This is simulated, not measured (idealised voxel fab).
process module | voxel ribs on slabs
cross-section cut | 210 nm wide | cells 5 nm
A cross-section is a grid of square cells, given in bands from the top down. A band is one or more rows of cells.
Each band's line starts with the height of the band's top and of its bottom, in nm. Then come its materials from left to right, each with its width in nm. One material with "throughout" fills the band from edge to edge. "air" is empty space.
Height 0 is the level under which the wafer as received is all one material. The lowest band goes on downwards, as in "0 down".
A width such as "30 to 40" changes by the same amount from each row of cells to the next, from the band's top row to its bottom row.
"no change" after a step means that no cell of the cross-section changed.
closed voids: empty space of 8 cells or more with no open way to the top, each as width x height at its distance from the left edge, in nm
after a step's settings: what the simulator itself notes on the step
overlay nm, on a step with a mask: how far to the right of its planned place the mask lay; to the left if negative
plan
1 op RECEIVE | material Si
2 op DIRECTIONAL_DEP | material SiO2 | thk nm 20
3 op DIRECTIONAL_DEP | material SiN | thk nm 20
4 op PATTERN | tone cover | mask id RIB | material resist | width nm 30 | thk nm 20 | overlay nm 0
5 op DIRECTIONAL_ETCH | etch materials SiN | depth nm 15
6 op STRIP | etch materials resist
7 op PATTERN | tone cover | mask id SLAB | material resist | width nm 90 | thk nm 20 | overlay nm 0
8 op DIRECTIONAL_ETCH | etch materials SiN | depth nm 5
9 op STRIP | etch materials resist
10 op FILL_DEP | material SiO2 | thk nm 15
11 op CMP | height nm 50
12 op DIRECTIONAL_DEP | material W | thk nm 5
13 op PATTERN | tone cover | mask id HEATER | material resist | width nm 40 | thk nm 20 | overlay nm 0
14 op DIRECTIONAL_ETCH | etch materials W | depth nm 5
15 op STRIP | etch materials resist
16 op CONFORMAL_DEP | material SiN | thk nm 5
as received, after step 1
  0 down: Si throughout
  closed voids: none
a wafer at the end: this start, this plan, one mistake
  60 to 55: air 80 | SiN 50 | air 80
  55 to 50: SiN 85 | W 40 | SiN 85
  50 to 40: SiO2 throughout
  40 to 25: SiO2 90 | SiN 30 | SiO2 90
  25 to 20: SiO2 65 | SiN 80 | SiO2 65
  20 to 0: SiO2 throughout
  0 down: Si throughout
  closed voids: none
what went wrong: step 7 ran as: op PATTERN | tone cover | mask id SLAB | material resist | width nm 80 | thk nm 20 | overlay nm 0
